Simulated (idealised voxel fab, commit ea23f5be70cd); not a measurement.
Presented below is a process module, voxel transistor to metal.
We display cut, a cross-section 215 nm in width whose square cells are each 5 nm.
Cross-section layout: square cells on a grid; listed as bands, top to bottom; a band spans one or more cell rows. A band entry consists of two parts. The first gives the height of the band's top and the height of its bottom, in nm. The rest lists the band's materials from left to right, each with its width in nm. A single material labelled with the word "all across" fills the band from edge to edge, and the word "blank" marks empty space. Heads up on the height convention: 0 is the point under which the incoming wafer is all one material, and the lowest band has no bottom, it just keeps going down, like "0..down". Width "30 to 40": first value at the band's top row of cells, second value at its bottom row, equal change from row to row. Step marked "no modifications"? Then no cell in the cross-section changed in it. Voids not open to the top, 8 cells minimum: see "Unvented cavities". Written width x height at distance; distance is from the left edge; nm. If you see something after the settings on a step's line, that's the simulator's own remark about that step. The line of a step may include "overlay nm". On a step with a mask, this value is how far to the right of its planned place the mask lay. A negative value means the mask lay to the left.

PLANNED STEP LIST FOR THE PROCESS
1 RECEIVE with material Si
2 OXIDIZE with depth nm 5
3 CONFORMAL_DEP with material SiN, thk nm 10
4 MASKED_ETCH with tone cover, mask id ACTIVE, width nm 125, etch materials SiN, depth nm 10, overlay nm 0
5 MASKED_ETCH with tone cover, mask id ACTIVE, width nm 125, etch materials SiO2, depth nm 5, overlay nm 0
6 MASKED_ETCH with tone cover, mask id ACTIVE, width nm 125, etch materials Si, depth nm 20, overlay nm 0
7 FILL_DEP with material SiO2, thk nm 5
8 CMP with height nm 10
9 SELECTIVE_ETCH with etch materials SiO2, depth nm 10
10 STRIP with etch materials SiN
11 SELECTIVE_ETCH with etch materials SiO2, depth nm 5
12 OXIDIZE with depth nm 5
13 DIRECTIONAL_DEP with material polySi, thk nm 20
14 DIRECTIONAL_DEP with material SiCN, thk nm 15
15 DIRECTIONAL_DEP with material aC, thk nm 15
16 PATTERN with tone cover, mask id GATE, material resist, width nm 35, thk nm 35, overlay nm 0
17 DIRECTIONAL_ETCH with etch materials aC, depth nm 15
18 STRIP with etch materials resist
19 DIRECTIONAL_ETCH with etch materials SiCN, depth nm 25
20 DIRECTIONAL_ETCH with etch materials polySi, depth nm 30
21 STRIP with etch materials aC
22 CONFORMAL_DEP with material SiO2, thk nm 5
23 DIRECTIONAL_ETCH with etch materials SiO2, depth nm 5
24 CONFORMAL_DEP with material SiN, thk nm 10
25 DIRECTIONAL_ETCH with etch materials SiN, depth nm 10
26 DIRECTIONAL_ETCH with etch materials SiO2, depth nm 5
27 DIRECTIONAL_ETCH with etch materials Si, depth nm 5
28 EPI with material pSi, thk nm 5
29 FILL_DEP with material SiO2, thk nm 10
30 CMP with height nm 15
31 STRIP with etch materials polySi
32 SELECTIVE_ETCH with etch materials SiO2, depth nm 5
33 CONFORMAL_DEP with material HfO2, thk nm 5
34 CONFORMAL_DEP with material TiN, thk nm 5
35 FILL_DEP with material W, thk nm 10
36 CMP with height nm 10
37 DIRECTIONAL_DEP with material SiO2, thk nm 10
38 PATTERN with tone open, mask id CONTACT, material resist, width nm 20, pitch nm 85, thk nm 15, overlay nm 0
39 DIRECTIONAL_ETCH with etch materials SiO2, depth nm 30
40 STRIP with etch materials resist
41 CONFORMAL_DEP with material TiN, thk nm 5
42 FILL_DEP with material Ru, thk nm 5
43 CMP with height nm 20
44 DIRECTIONAL_DEP with material TiN, thk nm 5
45 DIRECTIONAL_DEP with material W, thk nm 15
46 DIRECTIONAL_DEP with material aC, thk nm 15
47 PATTERN with tone cover, mask id METAL_1, material resist, width nm 20, pitch nm 85, thk nm 35, overlay nm 0
48 DIRECTIONAL_ETCH with etch materials aC, depth nm 15
49 STRIP with etch materials resist
50 DIRECTIONAL_ETCH with etch materials W, depth nm 15
51 DIRECTIONAL_ETCH with etch materials TiN, depth nm 5
52 STRIP with etch materials aC
53 FILL_DEP with material lowk, thk nm 10
54 CMP with height nm 40
55 CONFORMAL_DEP with material SiCN, thk nm 5

HERE'S WHAT THE WAFER LOOKED LIKE IN CROSS-SECTION WHEN IT ARRIVED - THAT'S AFTER STEP 1
  0..down | Si all across
  Unvented cavities: none

CROSS-SECTION: FIRST OF TWO WAFERS, MODULE FINISHED, RUN ACCORDING TO PLAN
  45..40 | SiCN all across
  40..25 | 55 of lowk | 20 of W | 65 of lowk | 20 of W | 55 of lowk
  25..20 | 55 of lowk | 20 of TiN | 65 of lowk | 20 of TiN | 55 of lowk
  20..10 | 55 of SiO2 | 5 of TiN | 10 of Ru | 5 of TiN | 65 of SiO2 | 5 of TiN | 10 of Ru | 5 of TiN | 55 of SiO2
  10..0 | 55 of SiO2 | 5 of TiN | 10 of Ru | 5 of TiN | 10 of SiN | 5 of HfO2 | 5 of TiN | 25 of W | 5 of TiN | 5 of HfO2 | 10 of SiN | 5 of TiN | 10 of Ru | 5 of TiN | 55 of SiO2
  0..-5 | 55 of SiO2 | 5 of TiN | 5 of Ru | 10 of TiN | 10 of SiN | 5 of HfO2 | 35 of TiN | 5 of HfO2 | 10 of SiN | 10 of TiN | 5 of Ru | 5 of TiN | 55 of SiO2
  -5..-10 | 55 of SiO2 | 15 of TiN | 5 of pSi | 10 of SiO2 | 45 of HfO2 | 10 of SiO2 | 5 of pSi | 15 of TiN | 55 of SiO2
  -10..-15 | 45 of SiO2 | 30 of pSi | 65 of Si | 30 of pSi | 45 of SiO2
  -15..-25 | 45 of SiO2 | 125 of Si | 45 of SiO2
  -25..down | Si all across
  Unvented cavities: none

WAFER TWO CROSS-SECTION, MODULE END. START AND PLAN UNCHANGED FROM WAFER ONE; ONE MISTAKE MADE DURING THE RUN
  45..40 | SiCN all across
  40..35 | 55 of lowk | 20 of TiN | 65 of lowk | 20 of TiN | 55 of lowk
  35..20 | W all across
  20..10 | 55 of SiO2 | 5 of TiN | 10 of Ru | 5 of TiN | 65 of SiO2 | 5 of TiN | 10 of Ru | 5 of TiN | 55 of SiO2
  10..0 | 55 of SiO2 | 5 of TiN | 10 of Ru | 5 of TiN | 10 of SiN | 5 of HfO2 | 5 of TiN | 25 of W | 5 of TiN | 5 of HfO2 | 10 of SiN | 5 of TiN | 10 of Ru | 5 of TiN | 55 of SiO2
  0..-5 | 55 of SiO2 | 5 of TiN | 5 of Ru | 10 of TiN | 10 of SiN | 5 of HfO2 | 35 of TiN | 5 of HfO2 | 10 of SiN | 10 of TiN | 5 of Ru | 5 of TiN | 55 of SiO2
  -5..-10 | 55 of SiO2 | 15 of TiN | 5 of pSi | 10 of SiO2 | 45 of HfO2 | 10 of SiO2 | 5 of pSi | 15 of TiN | 55 of SiO2
  -10..-15 | 45 of SiO2 | 30 of pSi | 65 of Si | 30 of pSi | 45 of SiO2
  -15..-25 | 45 of SiO2 | 125 of Si | 45 of SiO2
  -25..down | Si all across
  Unvented cavities: none
Processing error: swap of plan steps 44 and 45 during execution
Final tally in cells, some materials are higher or lower on the second wafer than on the first: W +105, lowk -105
